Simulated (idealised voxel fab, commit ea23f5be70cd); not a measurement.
The following is a process module called voxel lift off.
FYI the section here is cut, 215 nm wide, cells are 5 nm squares.
Cross-section format: a grid of square cells, given as bands from top to bottom; each band is one or more rows of cells. Quick guide to a band line: top height, bottom height (nm) up front; then every material left to right with its width in nm. Only one material and it's marked "full width"? Then it fills the band edge to edge. And "air" just means empty space. Measure heights from 0. That's the level where, below it, the as-received wafer is all one material. The lowest band is bottomless and extends downward; write it as in "z 0 and below". So if you see something like "30..40" for the width, read it as the top row of the band sitting at the first number and the bottom row at the second, with every row in between moving by the same amount as the last. Take "changes: none" at face value: in the step it is given for, the cross-section changed in none of its cells. Empty spaces without an open route to the top, at least 8 cells in extent, make up the entry "Enclosed empty spaces"; each is given as width x height at distance, where the distance is measured from the left edge, and all are in nm. Past the settings on a step's line: simulator remark, on that step. "overlay nm" answers the question of how far to the right of plan the mask lay on a step that has a mask, and when it is negative the answer is to the left.

[Below is the list of planned process steps]
1 RECEIVE,material Si
2 CONFORMAL_DEP,material Al2O3,thk nm 15
3 PATTERN,tone open,mask id LINES,material resist,width nm 15,pitch nm 30,thk nm 20,overlay nm 0
4 DIRECTIONAL_DEP,material Ru,thk nm 10
5 STRIP,etch materials resist
6 CONFORMAL_DEP,material SiO2,thk nm 5

[Wafer cross-section on receipt, i.e. after step 1]
    z 0 and below: Si full width
    Enclosed empty spaces: none

[Cross-sectional image of the first of two wafers at the end of the module, the run having proceeded as planned]
    z 30 to 25: air (80), SiO2 (25), air (5), SiO2 (25), air (80)
    z 25 to 20: air (80), SiO2 (5), Ru (15), SiO2 (5), air (5), SiO2 (5), Ru (15), SiO2 (5), air (80)
    z 20 to 15: SiO2 (85), Ru (15), SiO2 (15), Ru (15), SiO2 (85)
    z 15 to 0: Al2O3 full width
    z 0 and below: Si full width
    Enclosed empty spaces: none

[Cross-sectional image of the second wafer of the two following completion of the module. Starting state and process plan were the same as for the first wafer; one execution error occurred]
    z 30 to 25: air (85), SiO2 (25), air (5), SiO2 (25), air (75)
    z 25 to 20: air (85), SiO2 (5), Ru (15), SiO2 (5), air (5), SiO2 (5), Ru (15), SiO2 (5), air (75)
    z 20 to 15: SiO2 (90), Ru (15), SiO2 (15), Ru (15), SiO2 (80)
    z 15 to 0: Al2O3 full width
    z 0 and below: Si full width
    Enclosed empty spaces: none
Diagnosis: not per plan at step 3, really ran PATTERN,tone open,mask id LINES,material resist,width nm 15,pitch nm 30,thk nm 20,overlay nm 5
At the close, every material occupies the same number of cells on the second wafer as on the first, only in different positions.
